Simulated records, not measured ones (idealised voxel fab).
Process module under the name voxel self aligned contacts
Cross-section cut spans 280 nm and uses square cells 5 nm in size.
A cross-section is written here as square cells arranged in a grid, and it is given in bands from the top down, each band taking up one or more rows of cells.
The entry gives the band's vertical extent as a top height and a bottom height in nm, then its horizontal make-up as materials from left to right, each with a width in nm. "blank" stands for empty space; a single material marked "full width" fills the band edge to edge.
For the purposes of this specification, 0 denotes the height below which the wafer in its as-received condition is composed wholly of one material, and the lowermost band, lacking a lower limit, extends downward without end, as expressed in "0 nm and below".
The notation "30..40" denotes a width that varies across the rows of cells in the band, beginning at the first number in the top row, finishing at the second number in the bottom row, and changing by an identical amount from each row to the next.
Reading "everything unchanged" for a step: not a cell of the cross-section changed in it.
Closed-off voids of 8+ cells (no open route to the top) go in "Voids, fully enclosed", written width x height at distance from the left edge, in nm.
It should be noted that, on the line of a given step, the content following the step's settings is a remark produced by the simulator itself with respect to that step.
Each step line may optionally specify "overlay nm", which for a step with a mask gives the rightward distance between the mask's planned place and where it lay, a negative value indicating the leftward direction.
[The following list gives the planned process steps]
1: RECEIVE,material Si
2: OXIDIZE,depth nm 5
3: DIRECTIONAL_DEP,material polySi,thk nm 20
4: DIRECTIONAL_DEP,material SiN,thk nm 25
5: DIRECTIONAL_DEP,material aC,thk nm 10
6: PATTERN,tone cover,mask id GATE,material resist,width nm 30,pitch nm 75,thk nm 25,overlay nm 0
7: DIRECTIONAL_ETCH,etch materials aC,depth nm 10
8: STRIP,etch materials resist
9: DIRECTIONAL_ETCH,etch materials SiN,depth nm 25
10: DIRECTIONAL_ETCH,etch materials polySi,depth nm 20
11: STRIP,etch materials aC
12: CONFORMAL_DEP,material SiN,thk nm 10
13: DIRECTIONAL_ETCH,etch materials SiN,depth nm 10
14: FILL_DEP,material SiO2,thk nm 15
15: CMP,height nm 55
16: PATTERN,tone open,mask id CONTACT,material resist,width nm 45,thk nm 15,overlay nm 0
17: DIRECTIONAL_ETCH,etch materials SiO2,depth nm 60
18: STRIP,etch materials resist
19: CONFORMAL_DEP,material TiN,thk nm 5
20: FILL_DEP,material W,thk nm 10
21: CMP,height nm 55
22: CONFORMAL_DEP,material SiCN,thk nm 5
It is noted that the wafers described herein are identical at the outset and are distinguished by the width nm of step 16; the value stated in the plan corresponds to the first wafer.
[Incoming state of the first of several wafers in cross-section: after step 1]
* 0 nm and below  Si full width
* Voids, fully enclosed: none
[Cross-section of the first of several wafers, taken after step 22, where the module ends]
* 60 nm to 55 nm  SiCN full width
* 55 nm to 45 nm  115 SiO2 / 5..15 TiN / 35..15 W / 5..15 TiN / 120 SiO2
* 45 nm to 20 nm  75 SiO2 / 50 SiN / 5 TiN / 15 W / 5 TiN / 50 SiN / 80 SiO2
* 20 nm to 0 nm  75 SiO2 / 10 SiN / 30 polySi / 10 SiN / 5 TiN / 15 W / 5 TiN / 10 SiN / 30 polySi / 10 SiN / 80 SiO2
* 0 nm to -5 nm  125 SiO2 / 25 TiN / 130 SiO2
* -5 nm and below  Si full width
* Voids, fully enclosed: none
[Cross-sectional view of the final wafer of several at the module's end]
* 60 nm to 55 nm  SiCN full width
* 55 nm to 45 nm  105 SiO2 / 5..25 TiN / 60..15 W / 5..30 TiN / 105 SiO2
* 45 nm to 20 nm  75 SiO2 / 50 SiN / 5 TiN / 15 W / 5 TiN / 50 SiN / 80 SiO2
* 20 nm to 0 nm  75 SiO2 / 10 SiN / 30 polySi / 10 SiN / 5 TiN / 15 W / 5 TiN / 10 SiN / 30 polySi / 10 SiN / 80 SiO2
* 0 nm to -5 nm  125 SiO2 / 25 TiN / 130 SiO2
* -5 nm and below  Si full width
* Voids, fully enclosed: none
[For your reference, the table is organized with a row per wafer; each row reflects the wafer at the end of the module, indicating for each material the cells gained (+) or lost (-) since receipt, and thereafter its closed voids]
width nm 45, -56 Si, +56 SiCN, +132 SiN, +424 SiO2, +31 TiN, +37 W, +48 polySi, Voids, fully enclosed: none
width nm 50, -56 Si, +56 SiCN, +132 SiN, +422 SiO2, +32 TiN, +38 W, +48 polySi, Voids, fully enclosed: none
width nm 55, -56 Si, +56 SiCN, +132 SiN, +420 SiO2, +33 TiN, +39 W, +48 polySi, Voids, fully enclosed: none
width nm 60, -56 Si, +56 SiCN, +132 SiN, +418 SiO2, +34 TiN, +40 W, +48 polySi, Voids, fully enclosed: none
width nm 65, -56 Si, +56 SiCN, +132 SiN, +416 SiO2, +35 TiN, +41 W, +48 polySi, Voids, fully enclosed: none
width nm 70, -56 Si, +56 SiCN, +132 SiN, +414 SiO2, +36 TiN, +42 W, +48 polySi, Voids, fully enclosed: none
